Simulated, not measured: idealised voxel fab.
A process module follows: voxel gate over fins.
Cross-section cut: width 145 nm, square cells of 5 nm.
In what follows, cross-sections appear as grids of square cells, described through bands that run from the top down, where every band is one or more rows of cells.
Heads up on the band format: heights come first, top then bottom, in nm. After that it's the materials left to right, each with its width in nm. A single material flagged "everywhere" fills the whole band edge to edge, and "air" means there's empty space there.
Height is counted from the level 0, under which the received wafer is composed throughout of one material. The lowest of the bands is not closed at the bottom but continues downward, in the notation "top 0, no bottom".
Width: "30->40" (first number = top row, second number = bottom row, same change from row to row of cells).
Reading "changes: none" for a step: not a cell of the cross-section changed in it.
If an empty space has no open way to the top and is at least 8 cells in size, "Fully closed voids" lists it, written width x height at distance, where distance is measured from the left edge and every value is in nm.
Text after the settings on a step's line: the simulator's own remark on that step.
What "overlay nm" on a step's line means: if the step has a mask, that mask lay this far to the right of its planned place, or, when the value is negative, to the left.
### So here's the lineup of process steps we planned
1. RECEIVE [material Si]
2. CONFORMAL_DEP [material SiN] [thk nm 5]
3. MASKED_ETCH [tone cover] [mask id FINS] [width nm 15] [pitch nm 35] [etch materials SiN] [depth nm 5] [overlay nm 0]
4. MASKED_ETCH [tone cover] [mask id FINS] [width nm 15] [pitch nm 35] [etch materials Si] [depth nm 30] [overlay nm 0]
5. FILL_DEP [material SiO2] [thk nm 10]
6. CMP [height nm 5]
7. SELECTIVE_ETCH [etch materials SiO2] [depth nm 20]
8. STRIP [etch materials SiN]
9. CONFORMAL_DEP [material HfO2] [thk nm 5]
10. CONFORMAL_DEP [material TiN] [thk nm 5]
11. CONFORMAL_DEP [material TiAl] [thk nm 5]
12. CONFORMAL_DEP [material TiN] [thk nm 5]
13. FILL_DEP [material W] [thk nm 10]
14. CMP [height nm 25]
15. CONFORMAL_DEP [material SiN] [thk nm 5]
### First wafer of two (run as planned)
### The cross-section here shows the wafer as received, i.e. in its state after step 1
> top 0, no bottom: Si everywhere
> Fully closed voids: none
### After step 2: wafer cross-section
> top 5, bottom 0: SiN everywhere
> All layers under 0 are left as they were.
### After step 3: wafer cross-section
> top 5, bottom 0: air 45 | SiN 15 | air 20 | SiN 15 | air 50
> All layers under 0 are left as they were.
### After step 4: wafer cross-section
> top 5, bottom 0: air 45 | SiN 15 | air 20 | SiN 15 | air 50
> top 0, bottom -30: air 45 | Si 15 | air 20 | Si 15 | air 50
> All layers under -30 are left as they were.
### After step 5: wafer cross-section
> top 15, bottom 5: SiO2 everywhere
> top 5, bottom 0: SiO2 45 | SiN 15 | SiO2 20 | SiN 15 | SiO2 50
> top 0, bottom -30: SiO2 45 | Si 15 | SiO2 20 | Si 15 | SiO2 50
> All layers under -30 are left as they were.
### After step 6: wafer cross-section
> top 5, bottom 0: SiO2 45 | SiN 15 | SiO2 20 | SiN 15 | SiO2 50
> All layers under 0 are left as they were.
### After step 7: wafer cross-section
> top 5, bottom 0: air 45 | SiN 15 | air 20 | SiN 15 | air 50
> top 0, bottom -15: air 45 | Si 15 | air 20 | Si 15 | air 50
> All layers under -15 are left as they were.
### After step 8: wafer cross-section
> top 0, bottom -15: air 45 | Si 15 | air 20 | Si 15 | air 50
> All layers under -15 are left as they were.
### After step 9: wafer cross-section
> top 5, bottom 0: air 40 | HfO2 25 | air 10 | HfO2 25 | air 45
> top 0, bottom -10: air 40 | HfO2 5 | Si 15 | HfO2 5 | air 10 | HfO2 5 | Si 15 | HfO2 5 | air 45
> top -10, bottom -15: HfO2 45 | Si 15 | HfO2 20 | Si 15 | HfO2 50
> All layers under -15 are left as they were.
### After step 10: wafer cross-section
> top 10, bottom 5: air 35 | TiN 70 | air 40
> top 5, bottom 0: air 35 | TiN 5 | HfO2 25 | TiN 10 | HfO2 25 | TiN 5 | air 40
> top 0, bottom -5: air 35 | TiN 5 | HfO2 5 | Si 15 | HfO2 5 | TiN 10 | HfO2 5 | Si 15 | HfO2 5 | TiN 5 | air 40
> top -5, bottom -10: TiN 40 | HfO2 5 | Si 15 | HfO2 5 | TiN 10 | HfO2 5 | Si 15 | HfO2 5 | TiN 45
> All layers under -10 are left as they were.
### After step 11: wafer cross-section
> top 15, bottom 10: air 30 | TiAl 80 | air 35
> top 10, bottom 5: air 30 | TiAl 5 | TiN 70 | TiAl 5 | air 35
> top 5, bottom 0: air 30 | TiAl 5 | TiN 5 | HfO2 25 | TiN 10 | HfO2 25 | TiN 5 | TiAl 5 | air 35
> top 0, bottom -5: TiAl 35 | TiN 5 | HfO2 5 | Si 15 | HfO2 5 | TiN 10 | HfO2 5 | Si 15 | HfO2 5 | TiN 5 | TiAl 40
> All layers under -5 are left as they were.
### After step 12: wafer cross-section
> top 20, bottom 15: air 25 | TiN 90 | air 30
> top 15, bottom 10: air 25 | TiN 5 | TiAl 80 | TiN 5 | air 30
> top 10, bottom 5: air 25 | TiN 5 | TiAl 5 | TiN 70 | TiAl 5 | TiN 5 | air 30
> top 5, bottom 0: TiN 30 | TiAl 5 | TiN 5 | HfO2 25 | TiN 10 | HfO2 25 | TiN 5 | TiAl 5 | TiN 35
> All layers under 0 are left as they were.
### After step 13: wafer cross-section
> top 30, bottom 20: W everywhere
> top 20, bottom 15: W 25 | TiN 90 | W 30
> top 15, bottom 10: W 25 | TiN 5 | TiAl 80 | TiN 5 | W 30
> top 10, bottom 5: W 25 | TiN 5 | TiAl 5 | TiN 70 | TiAl 5 | TiN 5 | W 30
> All layers under 5 are left as they were.
### After step 14: wafer cross-section
> top 25, bottom 20: W everywhere
> All layers under 20 are left as they were.
### After step 15: wafer cross-section
> top 30, bottom 25: SiN everywhere
> All layers under 25 are left as they were.
### It is to be noted that the second wafer proceeded from the same initial state and according to the same plan as the first, although one mistake was committed in its execution; through step 13, inclusive, the two wafers share an identical history
### What the second wafer looks like in cross-section when step 14 should have wrapped up
> top 15, bottom 10: W 25 | TiN 5 | TiAl 80 | TiN 5 | W 30
> All layers under 10 are left as they were.
### What the second wafer looks like in cross-section when step 15 should have wrapped up
> top 20, bottom 15: SiN everywhere
> All layers under 15 are left as they were.
what went wrong: step 14 went in with a setting other than planned; the actual run was CMP [height nm 15]
Bottom line after processing is that, in cells, the second wafer is up or down on some materials versus the first: TiN: 18 fewer | W: 40 fewer
